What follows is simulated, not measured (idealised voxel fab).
The following is a process module called voxel gate over fins.
Cross-section cut: width 230 nm, square cells of 5 nm.
Cross-sections here: square-cell grids, written as top-down lists of bands, a band being one or more rows of cells.
A band entry consists of two parts. The first gives the height of the band's top and the height of its bottom, in nm. The rest lists the band's materials from left to right, each with its width in nm. A single material labelled with the word "edge to edge" fills the band from edge to edge, and the word "blank" marks empty space.
Height is counted from the level 0, under which the received wafer is composed throughout of one material. The lowest of the bands is not closed at the bottom but continues downward, in the notation "0..down".
A two-number width, for instance "30 to 40", indicates that the width is equal to the first number in the top row of the band and to the second number in the bottom row, and that it changes by a constant amount per row of cells.
A step reported as "nothing altered" is a step in which no cell of the cross-section changed.
Each empty space that has no open way to the top and spans at least 8 cells appears under "Fully sealed cavities" as width x height at distance, the distance counted from the left edge, all in nm.
Step line, after settings: the simulator's comment on this step.
The optional step-line setting "overlay nm" applies to steps with a mask and quantifies how far to the right of its planned location the mask lay, a negative value indicating leftward placement.

-- Steps planned for the process
1,RECEIVE (material Si)
2,CONFORMAL_DEP (material SiN; thk nm 10)
3,PATTERN (tone cover; mask id FINS; material resist; width nm 15; pitch nm 40; thk nm 15; overlay nm 0)
4,DIRECTIONAL_ETCH (etch materials SiN; depth nm 10)
5,DIRECTIONAL_ETCH (etch materials Si; depth nm 40)
6,STRIP (etch materials resist)
7,OXIDIZE (depth nm 5)
8,FILL_DEP (material SiO2; thk nm 15)
9,CMP (height nm 10)
10,SELECTIVE_ETCH (etch materials SiO2; depth nm 20)
11,STRIP (etch materials SiN)
12,CONFORMAL_DEP (material HfO2; thk nm 5)
13,CONFORMAL_DEP (material TiN; thk nm 5)
14,CONFORMAL_DEP (material TiAl; thk nm 5)
15,CONFORMAL_DEP (material TiN; thk nm 5)
16,FILL_DEP (material W; thk nm 10)
17,CMP (height nm 25)
18,CONFORMAL_DEP (material SiCN; thk nm 5)

-- First out of two wafers; run went to plan

-- Cross-section of the incoming wafer, state after step 1
    0..down: Si edge to edge
    Fully sealed cavities: none

-- Sectional view: wafer, after step 2
    10..0: SiN edge to edge
    Whatever lies below 0 is exactly as it was before.

-- Sectional view: wafer, after step 3
    25..10: 65 nm blank, then 15 nm resist, then 25 nm blank, then 15 nm resist, then 25 nm blank, then 15 nm resist, then 70 nm blank
    Whatever lies below 10 is exactly as it was before.

-- Sectional view: wafer, after step 4
    25..10: 65 nm blank, then 15 nm resist, then 25 nm blank, then 15 nm resist, then 25 nm blank, then 15 nm resist, then 70 nm blank
    10..0: 65 nm blank, then 15 nm SiN, then 25 nm blank, then 15 nm SiN, then 25 nm blank, then 15 nm SiN, then 70 nm blank
    Whatever lies below 0 is exactly as it was before.

-- Sectional view: wafer, after step 5
    25..10: 65 nm blank, then 15 nm resist, then 25 nm blank, then 15 nm resist, then 25 nm blank, then 15 nm resist, then 70 nm blank
    10..0: 65 nm blank, then 15 nm SiN, then 25 nm blank, then 15 nm SiN, then 25 nm blank, then 15 nm SiN, then 70 nm blank
    0..-40: 65 nm blank, then 15 nm Si, then 25 nm blank, then 15 nm Si, then 25 nm blank, then 15 nm Si, then 70 nm blank
    Whatever lies below -40 is exactly as it was before.

-- Sectional view: wafer, after step 6
    10..0: 65 nm blank, then 15 nm SiN, then 25 nm blank, then 15 nm SiN, then 25 nm blank, then 15 nm SiN, then 70 nm blank
    Whatever lies below 0 is exactly as it was before.

-- Sectional view: wafer, after step 7
    10..0: 65 nm blank, then 15 nm SiN, then 25 nm blank, then 15 nm SiN, then 25 nm blank, then 15 nm SiN, then 70 nm blank
    0..-40: 65 nm blank, then 5 nm SiO2, then 5 nm Si, then 5 nm SiO2, then 25 nm blank, then 5 nm SiO2, then 5 nm Si, then 5 nm SiO2, then 25 nm blank, then 5 nm SiO2, then 5 nm Si, then 5 nm SiO2, then 70 nm blank
    -40..-45: 70 nm SiO2, then 5 nm Si, then 35 nm SiO2, then 5 nm Si, then 35 nm SiO2, then 5 nm Si, then 75 nm SiO2
    Whatever lies below -45 is exactly as it was before.

-- Sectional view: wafer, after step 8
    25..10: SiO2 edge to edge
    10..0: 65 nm SiO2, then 15 nm SiN, then 25 nm SiO2, then 15 nm SiN, then 25 nm SiO2, then 15 nm SiN, then 70 nm SiO2
    0..-45: 70 nm SiO2, then 5 nm Si, then 35 nm SiO2, then 5 nm Si, then 35 nm SiO2, then 5 nm Si, then 75 nm SiO2
    Whatever lies below -45 is exactly as it was before.

-- Sectional view: wafer, after step 9
    10..0: 65 nm SiO2, then 15 nm SiN, then 25 nm SiO2, then 15 nm SiN, then 25 nm SiO2, then 15 nm SiN, then 70 nm SiO2
    Whatever lies below 0 is exactly as it was before.

-- Sectional view: wafer, after step 10
    10..0: 65 nm blank, then 15 nm SiN, then 25 nm blank, then 15 nm SiN, then 25 nm blank, then 15 nm SiN, then 70 nm blank
    0..-10: 70 nm blank, then 5 nm Si, then 35 nm blank, then 5 nm Si, then 35 nm blank, then 5 nm Si, then 75 nm blank
    Whatever lies below -10 is exactly as it was before.

-- Sectional view: wafer, after step 11
    0..-10: 70 nm blank, then 5 nm Si, then 35 nm blank, then 5 nm Si, then 35 nm blank, then 5 nm Si, then 75 nm blank
    Whatever lies below -10 is exactly as it was before.

-- Sectional view: wafer, after step 12
    5..0: 65 nm blank, then 15 nm HfO2, then 25 nm blank, then 15 nm HfO2, then 25 nm blank, then 15 nm HfO2, then 70 nm blank
    0..-5: 65 nm blank, then 5 nm HfO2, then 5 nm Si, then 5 nm HfO2, then 25 nm blank, then 5 nm HfO2, then 5 nm Si, then 5 nm HfO2, then 25 nm blank, then 5 nm HfO2, then 5 nm Si, then 5 nm HfO2, then 70 nm blank
    -5..-10: 70 nm HfO2, then 5 nm Si, then 35 nm HfO2, then 5 nm Si, then 35 nm HfO2, then 5 nm Si, then 75 nm HfO2
    Whatever lies below -10 is exactly as it was before.

-- Sectional view: wafer, after step 13
    10..5: 60 nm blank, then 25 nm TiN, then 15 nm blank, then 25 nm TiN, then 15 nm blank, then 25 nm TiN, then 65 nm blank
    5..0: 60 nm blank, then 5 nm TiN, then 15 nm HfO2, then 5 nm TiN, then 15 nm blank, then 5 nm TiN, then 15 nm HfO2, then 5 nm TiN, then 15 nm blank, then 5 nm TiN, then 15 nm HfO2, then 5 nm TiN, then 65 nm blank
    0..-5: 65 nm TiN, then 5 nm HfO2, then 5 nm Si, then 5 nm HfO2, then 25 nm TiN, then 5 nm HfO2, then 5 nm Si, then 5 nm HfO2, then 25 nm TiN, then 5 nm HfO2, then 5 nm Si, then 5 nm HfO2, then 70 nm TiN
    Whatever lies below -5 is exactly as it was before.

-- Sectional view: wafer, after step 14
    15..10: 55 nm blank, then 35 nm TiAl, then 5 nm blank, then 35 nm TiAl, then 5 nm blank, then 35 nm TiAl, then 60 nm blank
    10..5: 55 nm blank, then 5 nm TiAl, then 25 nm TiN, then 5 nm TiAl, then 5 nm blank, then 5 nm TiAl, then 25 nm TiN, then 5 nm TiAl, then 5 nm blank, then 5 nm TiAl, then 25 nm TiN, then 5 nm TiAl, then 60 nm blank
    5..0: 60 nm TiAl, then 5 nm TiN, then 15 nm HfO2, then 5 nm TiN, then 15 nm TiAl, then 5 nm TiN, then 15 nm HfO2, then 5 nm TiN, then 15 nm TiAl, then 5 nm TiN, then 15 nm HfO2, then 5 nm TiN, then 65 nm TiAl
    Whatever lies below 0 is exactly as it was before.

-- Sectional view: wafer, after step 15
    20..15: 50 nm blank, then 125 nm TiN, then 55 nm blank
    15..10: 50 nm blank, then 5 nm TiN, then 35 nm TiAl, then 5 nm TiN, then 35 nm TiAl, then 5 nm TiN, then 35 nm TiAl, then 5 nm TiN, then 55 nm blank
    10..5: 55 nm TiN, then 5 nm TiAl, then 25 nm TiN, then 5 nm TiAl, then 5 nm TiN, then 5 nm TiAl, then 25 nm TiN, then 5 nm TiAl, then 5 nm TiN, then 5 nm TiAl, then 25 nm TiN, then 5 nm TiAl, then 60 nm TiN
    Whatever lies below 5 is exactly as it was before.

-- Sectional view: wafer, after step 16
    30..20: W edge to edge
    20..15: 50 nm W, then 125 nm TiN, then 55 nm W
    15..10: 50 nm W, then 5 nm TiN, then 35 nm TiAl, then 5 nm TiN, then 35 nm TiAl, then 5 nm TiN, then 35 nm TiAl, then 5 nm TiN, then 55 nm W
    Whatever lies below 10 is exactly as it was before.

-- Sectional view: wafer, after step 17
    25..20: W edge to edge
    Whatever lies below 20 is exactly as it was before.

-- Sectional view: wafer, after step 18
    30..25: SiCN edge to edge
    Whatever lies below 25 is exactly as it was before.

-- The remaining wafer, second of the two, started like the first and was run to the same plan, except that one mistake was made along the way; the two coincide through step 2, inclusive

-- The second wafer cut through, at the time step 3 was supposed to be finished
    25..10: 65 nm resist, then 15 nm blank, then 25 nm resist, then 15 nm blank, then 25 nm resist, then 15 nm blank, then 70 nm resist
    Whatever lies below 10 is exactly as it was before.

-- The second wafer cut through, at the time step 4 was supposed to be finished
    25..10: 65 nm resist, then 15 nm blank, then 25 nm resist, then 15 nm blank, then 25 nm resist, then 15 nm blank, then 70 nm resist
    10..0: 65 nm SiN, then 15 nm blank, then 25 nm SiN, then 15 nm blank, then 25 nm SiN, then 15 nm blank, then 70 nm SiN
    Whatever lies below 0 is exactly as it was before.

-- The second wafer cut through, at the time step 5 was supposed to be finished
    25..10: 65 nm resist, then 15 nm blank, then 25 nm resist, then 15 nm blank, then 25 nm resist, then 15 nm blank, then 70 nm resist
    10..0: 65 nm SiN, then 15 nm blank, then 25 nm SiN, then 15 nm blank, then 25 nm SiN, then 15 nm blank, then 70 nm SiN
    0..-40: 65 nm Si, then 15 nm blank, then 25 nm Si, then 15 nm blank, then 25 nm Si, then 15 nm blank, then 70 nm Si
    Whatever lies below -40 is exactly as it was before.

-- The second wafer cut through, at the time step 6 was supposed to be finished
    10..0: 65 nm SiN, then 15 nm blank, then 25 nm SiN, then 15 nm blank, then 25 nm SiN, then 15 nm blank, then 70 nm SiN
    Whatever lies below 0 is exactly as it was before.

-- The second wafer cut through, at the time step 7 was supposed to be finished
    10..0: 65 nm SiN, then 15 nm blank, then 25 nm SiN, then 15 nm blank, then 25 nm SiN, then 15 nm blank, then 70 nm SiN
    0..-40: 60 nm Si, then 5 nm SiO2, then 15 nm blank, then 5 nm SiO2, then 15 nm Si, then 5 nm SiO2, then 15 nm blank, then 5 nm SiO2, then 15 nm Si, then 5 nm SiO2, then 15 nm blank, then 5 nm SiO2, then 65 nm Si
    -40..-45: 60 nm Si, then 25 nm SiO2, then 15 nm Si, then 25 nm SiO2, then 15 nm Si, then 25 nm SiO2, then 65 nm Si
    Whatever lies below -45 is exactly as it was before.

-- The second wafer cut through, at the time step 8 was supposed to be finished
    25..10: SiO2 edge to edge
    10..0: 65 nm SiN, then 15 nm SiO2, then 25 nm SiN, then 15 nm SiO2, then 25 nm SiN, then 15 nm SiO2, then 70 nm SiN
    0..-45: 60 nm Si, then 25 nm SiO2, then 15 nm Si, then 25 nm SiO2, then 15 nm Si, then 25 nm SiO2, then 65 nm Si
    Whatever lies below -45 is exactly as it was before.

-- The second wafer cut through, at the time step 9 was supposed to be finished
    10..0: 65 nm SiN, then 15 nm SiO2, then 25 nm SiN, then 15 nm SiO2, then 25 nm SiN, then 15 nm SiO2, then 70 nm SiN
    Whatever lies below 0 is exactly as it was before.

-- The second wafer cut through, at the time step 10 was supposed to be finished
    10..0: 65 nm SiN, then 15 nm blank, then 25 nm SiN, then 15 nm blank, then 25 nm SiN, then 15 nm blank, then 70 nm SiN
    0..-10: 60 nm Si, then 25 nm blank, then 15 nm Si, then 25 nm blank, then 15 nm Si, then 25 nm blank, then 65 nm Si
    Whatever lies below -10 is exactly as it was before.

-- The second wafer cut through, at the time step 11 was supposed to be finished
    0..-10: 60 nm Si, then 25 nm blank, then 15 nm Si, then 25 nm blank, then 15 nm Si, then 25 nm blank, then 65 nm Si
    Whatever lies below -10 is exactly as it was before.

-- The second wafer cut through, at the time step 12 was supposed to be finished
    5..0: 65 nm HfO2, then 15 nm blank, then 25 nm HfO2, then 15 nm blank, then 25 nm HfO2, then 15 nm blank, then 70 nm HfO2
    0..-5: 60 nm Si, then 5 nm HfO2, then 15 nm blank, then 5 nm HfO2, then 15 nm Si, then 5 nm HfO2, then 15 nm blank, then 5 nm HfO2, then 15 nm Si, then 5 nm HfO2, then 15 nm blank, then 5 nm HfO2, then 65 nm Si
    -5..-10: 60 nm Si, then 25 nm HfO2, then 15 nm Si, then 25 nm HfO2, then 15 nm Si, then 25 nm HfO2, then 65 nm Si
    Whatever lies below -10 is exactly as it was before.

-- The second wafer cut through, at the time step 13 was supposed to be finished
    10..5: 70 nm TiN, then 5 nm blank, then 35 nm TiN, then 5 nm blank, then 35 nm TiN, then 5 nm blank, then 75 nm TiN
    5..0: 65 nm HfO2, then 5 nm TiN, then 5 nm blank, then 5 nm TiN, then 25 nm HfO2, then 5 nm TiN, then 5 nm blank, then 5 nm TiN, then 25 nm HfO2, then 5 nm TiN, then 5 nm blank, then 5 nm TiN, then 70 nm HfO2
    0..-5: 60 nm Si, then 5 nm HfO2, then 15 nm TiN, then 5 nm HfO2, then 15 nm Si, then 5 nm HfO2, then 15 nm TiN, then 5 nm HfO2, then 15 nm Si, then 5 nm HfO2, then 15 nm TiN, then 5 nm HfO2, then 65 nm Si
    Whatever lies below -5 is exactly as it was before.

-- The second wafer cut through, at the time step 14 was supposed to be finished
    15..10: TiAl edge to edge
    10..5: 70 nm TiN, then 5 nm TiAl, then 35 nm TiN, then 5 nm TiAl, then 35 nm TiN, then 5 nm TiAl, then 75 nm TiN
    5..0: 65 nm HfO2, then 5 nm TiN, then 5 nm TiAl, then 5 nm TiN, then 25 nm HfO2, then 5 nm TiN, then 5 nm TiAl, then 5 nm TiN, then 25 nm HfO2, then 5 nm TiN, then 5 nm TiAl, then 5 nm TiN, then 70 nm HfO2
    Whatever lies below 0 is exactly as it was before.

-- The second wafer cut through, at the time step 15 was supposed to be finished
    20..15: TiN edge to edge
    Whatever lies below 15 is exactly as it was before.

-- The second wafer cut through, at the time step 16 was supposed to be finished
    30..20: W edge to edge
    Whatever lies below 20 is exactly as it was before.

-- The second wafer cut through, at the time step 17 was supposed to be finished
    25..20: W edge to edge
    Whatever lies below 20 is exactly as it was before.

-- The second wafer cut through, at the time step 18 was supposed to be finished
    30..25: SiCN edge to edge
    Whatever lies below 25 is exactly as it was before.
Heads up, the wafer didn't run the way we planned it: not per plan at step 3, really ran PATTERN (tone open; mask id FINS; material resist; width nm 15; pitch nm 40; thk nm 15; overlay nm 0)
The second wafer ends with more or fewer cells of some materials than the first, per final count: Si: 252 more | SiO2: 196 fewer | TiAl: 6 fewer | TiN: 8 fewer | W: 42 fewer
